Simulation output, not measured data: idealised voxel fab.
process module | voxel trench capacitor
cross-section cut | 255 nm wide | cells 5 nm
A cross-section is a grid of square cells, given in bands from the top down. A band is one or more rows of cells.
Each band's line starts with the height of the band's top and of its bottom, in nm. Then come its materials from left to right, each with its width in nm. One material with "throughout" fills the band from edge to edge. "air" is empty space.
Height 0 is the level under which the wafer as received is all one material. The lowest band goes on downwards, as in "0 down".
A width such as "30 to 40" changes by the same amount from each row of cells to the next, from the band's top row to its bottom row.
"no change" after a step means that no cell of the cross-section changed.
closed voids: empty space of 8 cells or more with no open way to the top, each as width x height at its distance from the left edge, in nm
after a step's settings: what the simulator itself notes on the step
overlay nm, on a step with a mask: how far to the right of its planned place the mask lay; to the left if negative
plan
1 op RECEIVE | material Si
2 op CONFORMAL_DEP | material SiN | thk nm 5
3 op DIRECTIONAL_DEP | material aC | thk nm 15
4 op PATTERN | tone open | mask id TRENCH | material resist | width nm 20 | pitch nm 45 | thk nm 30 | overlay nm 0
5 op DIRECTIONAL_ETCH | etch materials aC | depth nm 15
6 op STRIP | etch materials resist
7 op DIRECTIONAL_ETCH | etch materials SiN | depth nm 5
8 op DIRECTIONAL_ETCH | etch materials Si | depth nm 30
9 op STRIP | etch materials aC
10 op CONFORMAL_DEP | material Al2O3 | thk nm 5
11 op FILL_DEP | material polySi | thk nm 5
12 op CMP | height nm 5
as received, after step 1
  0 down: Si throughout
  closed voids: none
a wafer at the end: this start, this plan, one mistake
  5 to 0: SiN 95 | Al2O3 5 | SiN 10 | Al2O3 5 | SiN 25 | Al2O3 5 | SiN 10 | Al2O3 5 | SiN 95
  0 to -25: Si 95 | Al2O3 5 | SiN 10 | Al2O3 5 | Si 25 | Al2O3 5 | SiN 10 | Al2O3 5 | Si 95
  -25 to -30: Si 95 | Al2O3 20 | Si 25 | Al2O3 20 | Si 95
  -30 down: Si throughout
  closed voids: none
what went wrong: step 11 ran as: op FILL_DEP | material SiN | thk nm 5
